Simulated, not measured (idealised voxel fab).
process module | voxel wiring stack
cross-section cut | 230 nm wide | cells 5 nm
A cross-section is a grid of square cells, given in bands from the top down. A band is one or more rows of cells.
Each band's line starts with the height of the band's top and of its bottom, in nm. Then come its materials from left to right, each with its width in nm. One material with "throughout" fills the band from edge to edge. "air" is empty space.
Height 0 is the level under which the wafer as received is all one material. The lowest band goes on downwards, as in "0 down".
A width such as "30 to 40" changes by the same amount from each row of cells to the next, from the band's top row to its bottom row.
"no change" after a step means that no cell of the cross-section changed.
closed voids: empty space of 8 cells or more with no open way to the top, each as width x height at its distance from the left edge, in nm
after a step's settings: what the simulator itself notes on the step
overlay nm, on a step with a mask: how far to the right of its planned place the mask lay; to the left if negative
plan
1 op RECEIVE | material Si
2 op CONFORMAL_DEP | material SiO2 | thk nm 10
3 op DIRECTIONAL_DEP | material TiN | thk nm 5
4 op DIRECTIONAL_DEP | material W | thk nm 20
5 op PATTERN | tone cover | mask id METAL_1 | material resist | width nm 25 | pitch nm 40 | thk nm 20 | overlay nm 0
6 op DIRECTIONAL_ETCH | etch materials W | depth nm 20
7 op DIRECTIONAL_ETCH | etch materials TiN | depth nm 5
8 op STRIP | etch materials resist
9 op CONFORMAL_DEP | material SiN | thk nm 5
10 op FILL_DEP | material SiO2 | thk nm 10
11 op CMP | height nm 35
12 op CONFORMAL_DEP | material SiCN | thk nm 5
13 op DIRECTIONAL_DEP | material lowk | thk nm 15
14 op MASKED_ETCH | tone open | mask id PLUG_1 | width nm 15 | pitch nm 80 | etch materials lowk | depth nm 15 | overlay nm 0
15 op MASKED_ETCH | tone open | mask id PLUG_1 | width nm 15 | pitch nm 80 | etch materials SiCN | depth nm 5 | overlay nm 0
16 op EPI | material Ru | thk nm 10
17 op EPI | material Ru | thk nm 10
18 op DIRECTIONAL_DEP | material TiN | thk nm 5
19 op DIRECTIONAL_DEP | material Ru | thk nm 15
20 op DIRECTIONAL_DEP | material aC | thk nm 10
21 op PATTERN | tone cover | mask id METAL_2 | material resist | width nm 25 | pitch nm 40 | thk nm 30 | overlay nm 0
22 op DIRECTIONAL_ETCH | etch materials aC | depth nm 10
23 op STRIP | etch materials resist
24 op DIRECTIONAL_ETCH | etch materials Ru | depth nm 15
25 op DIRECTIONAL_ETCH | etch materials TiN | depth nm 5
26 op STRIP | etch materials aC
27 op CONFORMAL_DEP | material SiCN | thk nm 5
28 op FILL_DEP | material lowk | thk nm 5
29 op CMP | height nm 75
30 op CONFORMAL_DEP | material SiCN | thk nm 5
31 op DIRECTIONAL_DEP | material SiO2 | thk nm 35
32 op MASKED_ETCH | tone open | mask id METAL_3_HOLES | width nm 15 | pitch nm 40 | etch materials SiO2 | depth nm 35 | overlay nm 0
33 op DIRECTIONAL_DEP | material aC | thk nm 15
34 op PATTERN | tone open | mask id METAL_3 | material resist | width nm 25 | pitch nm 40 | thk nm 30 | overlay nm 0
35 op DIRECTIONAL_ETCH | etch materials aC | depth nm 15
36 op STRIP | etch materials resist
37 op DIRECTIONAL_ETCH | etch materials SiO2 | depth nm 20
38 op DIRECTIONAL_ETCH | etch materials SiCN | depth nm 5
39 op STRIP | etch materials aC
40 op CONFORMAL_DEP | material TiN | thk nm 5
41 op FILL_DEP | material Cu | thk nm 10
42 op CMP | height nm 115
43 op CONFORMAL_DEP | material SiCN | thk nm 5
44 op DIRECTIONAL_DEP | material lowk | thk nm 25
45 op DIRECTIONAL_DEP | material aC | thk nm 15
46 op PATTERN | tone open | mask id METAL_4_HOLES | material resist | width nm 15 | pitch nm 40 | thk nm 35 | overlay nm 0
47 op DIRECTIONAL_ETCH | etch materials aC | depth nm 15
48 op STRIP | etch materials resist
49 op DIRECTIONAL_ETCH | etch materials lowk | depth nm 25
50 op STRIP | etch materials aC
51 op MASKED_ETCH | tone open | mask id METAL_4 | width nm 25 | pitch nm 40 | etch materials lowk | depth nm 15 | overlay nm 0
52 op MASKED_ETCH | tone open | mask id METAL_4 | width nm 25 | pitch nm 40 | etch materials SiCN | depth nm 5 | overlay nm 0
53 op CONFORMAL_DEP | material TiN | thk nm 5
54 op FILL_DEP | material Ru | thk nm 10
55 op CMP | height nm 145
56 op CONFORMAL_DEP | material SiCN | thk nm 5
as received, after step 1
  0 down: Si throughout
  closed voids: none
first wafer at the end, as planned
  150 to 145: SiCN throughout
  145 to 135: lowk 60 | TiN 5 | Ru 15 | TiN 5 | lowk 15 | TiN 5 | Ru 15 | TiN 5 | lowk 15 | TiN 5 | Ru 15 | TiN 5 | lowk 65
  135 to 130: lowk 60 | TiN 5 | Ru 5 | TiN 15 | lowk 15 | TiN 5 | Ru 5 | TiN 15 | lowk 15 | TiN 5 | Ru 5 | TiN 15 | lowk 65
  130 to 120: lowk 60 | TiN 5 | Ru 5 | TiN 5 | lowk 25 | TiN 5 | Ru 5 | TiN 5 | lowk 25 | TiN 5 | Ru 5 | TiN 5 | lowk 75
  120 to 115: SiCN 60 | TiN 15 | SiCN 25 | TiN 15 | SiCN 25 | TiN 15 | SiCN 75
  115 to 100: SiO2 60 | TiN 5 | Cu 15 | TiN 5 | SiO2 15 | TiN 5 | Cu 15 | TiN 5 | SiO2 15 | TiN 5 | Cu 15 | TiN 5 | SiO2 65
  100 to 95: SiO2 60 | TiN 5 | Cu 5 | TiN 15 | SiO2 15 | TiN 5 | Cu 5 | TiN 15 | SiO2 15 | TiN 5 | Cu 5 | TiN 15 | SiO2 65
  95 to 80: SiO2 60 | TiN 5 | Cu 5 | TiN 5 | SiO2 25 | TiN 5 | Cu 5 | TiN 5 | SiO2 25 | TiN 5 | Cu 5 | TiN 5 | SiO2 75
  80 to 75: SiCN 60 | TiN 15 | SiCN 25 | TiN 15 | SiCN 25 | TiN 15 | SiCN 75
  75 to 60: lowk 55 | SiCN 5 | Ru 25 | SiCN 5 | lowk 5 | SiCN 5 | Ru 25 | SiCN 5 | lowk 5 | SiCN 5 | Ru 25 | SiCN 5 | lowk 60
  60 to 55: SiCN 60 | TiN 25 | SiCN 15 | TiN 25 | SiCN 15 | TiN 25 | SiCN 65
  55 to 40: lowk 60 | Ru 15 | lowk 65 | Ru 15 | lowk 75
  40 to 35: SiCN 60 | Ru 15 | SiCN 65 | Ru 15 | SiCN 75
  35 to 15: SiO2 55 | SiN 5 | W 25 | SiN 5 | SiO2 5 | SiN 5 | W 25 | SiN 5 | SiO2 5 | SiN 5 | W 25 | SiN 5 | SiO2 60
  15 to 10: SiN 60 | TiN 25 | SiN 15 | TiN 25 | SiN 15 | TiN 25 | SiN 65
  10 to 0: SiO2 throughout
  0 down: Si throughout
  closed voids: none
second wafer at the end: like start, like plan, one mistake
  150 to 145: SiCN throughout
  145 to 135: lowk 60 | TiN 5 | Ru 15 | TiN 5 | lowk 15 | TiN 5 | Ru 15 | TiN 5 | lowk 15 | TiN 5 | Ru 15 | TiN 5 | lowk 65
  135 to 130: lowk 60 | TiN 5 | Ru 5 | TiN 15 | lowk 15 | TiN 5 | Ru 5 | TiN 15 | lowk 15 | TiN 5 | Ru 5 | TiN 15 | lowk 65
  130 to 120: lowk 60 | TiN 5 | Ru 5 | TiN 5 | lowk 25 | TiN 5 | Ru 5 | TiN 5 | lowk 25 | TiN 5 | Ru 5 | TiN 5 | lowk 75
  120 to 115: SiCN 60 | TiN 15 | SiCN 25 | TiN 15 | SiCN 25 | TiN 15 | SiCN 75
  115 to 100: SiO2 55 | TiN 5 | Cu 20 | TiN 5 | SiO2 10 | TiN 5 | Cu 20 | TiN 5 | SiO2 10 | TiN 5 | Cu 20 | TiN 5 | SiO2 65
  100 to 95: SiO2 55 | TiN 5 | Cu 15 | TiN 10 | SiO2 10 | TiN 5 | Cu 15 | TiN 10 | SiO2 10 | TiN 5 | Cu 15 | TiN 10 | SiO2 65
  95 to 85: SiO2 55 | TiN 5 | Cu 15 | TiN 5 | SiO2 15 | TiN 5 | Cu 15 | TiN 5 | SiO2 15 | TiN 5 | Cu 15 | TiN 5 | SiO2 70
  85 to 80: SiO2 55 | TiN 10 | Cu 10 | TiN 5 | SiO2 15 | TiN 10 | Cu 10 | TiN 5 | SiO2 15 | TiN 10 | Cu 10 | TiN 5 | SiO2 70
  80 to 75: SiCN 60 | TiN 20 | SiCN 20 | TiN 20 | SiCN 20 | TiN 20 | SiCN 70
  75 to 60: lowk 55 | SiCN 5 | Ru 25 | SiCN 5 | lowk 5 | SiCN 5 | Ru 25 | SiCN 5 | lowk 5 | SiCN 5 | Ru 25 | SiCN 5 | lowk 60
  60 to 55: SiCN 60 | TiN 25 | SiCN 15 | TiN 25 | SiCN 15 | TiN 25 | SiCN 65
  55 to 40: lowk 60 | Ru 15 | lowk 65 | Ru 15 | lowk 75
  40 to 35: SiCN 60 | Ru 15 | SiCN 65 | Ru 15 | SiCN 75
  35 to 15: SiO2 55 | SiN 5 | W 25 | SiN 5 | SiO2 5 | SiN 5 | W 25 | SiN 5 | SiO2 5 | SiN 5 | W 25 | SiN 5 | SiO2 60
  15 to 10: SiN 60 | TiN 25 | SiN 15 | TiN 25 | SiN 15 | TiN 25 | SiN 65
  10 to 0: SiO2 throughout
  0 down: Si throughout
  closed voids: none
what went wrong: step 32 ran as: op MASKED_ETCH | tone open | mask id METAL_3_HOLES | width nm 25 | pitch nm 40 | etch materials SiO2 | depth nm 35 | overlay nm 0
at the end the second wafer has, in cells: 30 more of Cu | 3 fewer of SiCN | 30 fewer of SiO2 | 3 more of TiN
